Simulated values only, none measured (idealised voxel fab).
process module | voxel self aligned contacts
cross-section cut | 200 nm wide | cells 5 nm
A cross-section is a grid of square cells, given in bands from the top down. A band is one or more rows of cells.
Each band's line starts with the height of the band's top and of its bottom, in nm. Then come its materials from left to right, each with its width in nm. One material with "throughout" fills the band from edge to edge. "air" is empty space.
Height 0 is the level under which the wafer as received is all one material. The lowest band goes on downwards, as in "0 down".
A width such as "30 to 40" changes by the same amount from each row of cells to the next, from the band's top row to its bottom row.
"no change" after a step means that no cell of the cross-section changed.
closed voids: empty space of 8 cells or more with no open way to the top, each as width x height at its distance from the left edge, in nm
after a step's settings: what the simulator itself notes on the step
overlay nm, on a step with a mask: how far to the right of its planned place the mask lay; to the left if negative
plan
1 op RECEIVE | material Si
2 op CONFORMAL_DEP | material SiO2 | thk nm 5
3 op DIRECTIONAL_DEP | material polySi | thk nm 30
4 op DIRECTIONAL_DEP | material SiN | thk nm 20
5 op DIRECTIONAL_DEP | material aC | thk nm 15
6 op PATTERN | tone cover | mask id GATE | material resist | width nm 35 | pitch nm 60 | thk nm 35 | overlay nm 0
7 op DIRECTIONAL_ETCH | etch materials aC | depth nm 15
8 op STRIP | etch materials resist
9 op DIRECTIONAL_ETCH | etch materials SiN | depth nm 20
10 op DIRECTIONAL_ETCH | etch materials polySi | depth nm 30
11 op STRIP | etch materials aC
12 op CONFORMAL_DEP | material SiN | thk nm 5
13 op DIRECTIONAL_ETCH | etch materials SiN | depth nm 5
14 op FILL_DEP | material SiO2 | thk nm 15
15 op CMP | height nm 60
16 op MASKED_ETCH | tone open | mask id CONTACT | width nm 45 | pitch nm 60 | etch materials SiO2 | depth nm 60 | overlay nm 0
17 op CONFORMAL_DEP | material TiN | thk nm 5
18 op FILL_DEP | material Ru | thk nm 10
19 op CMP | height nm 60
20 op CONFORMAL_DEP | material SiCN | thk nm 5
as received, after step 1
  0 down: Si throughout
  closed voids: none
a wafer at the end: this start, this plan, one mistake
  65 to 60: SiCN throughout
  60 to 55: SiO2 45 | polySi 20 | Ru 5 | polySi 20 | SiO2 15 | polySi 20 | Ru 5 | polySi 20 | SiO2 50
  55 to 35: SiO2 15 | SiN 45 | polySi 5 | Ru 5 | polySi 5 | SiN 45 | polySi 5 | Ru 5 | polySi 5 | SiN 45 | SiO2 20
  35 to 5: SiO2 15 | SiN 5 | polySi 35 | SiN 5 | polySi 5 | Ru 5 | polySi 5 | SiN 5 | polySi 35 | SiN 5 | polySi 5 | Ru 5 | polySi 5 | SiN 5 | polySi 35 | SiN 5 | SiO2 20
  5 to 0: SiO2 60 | polySi 15 | SiO2 45 | polySi 15 | SiO2 65
  0 down: Si throughout
  closed voids: none
what went wrong: step 17 ran as: op CONFORMAL_DEP | material polySi | thk nm 5
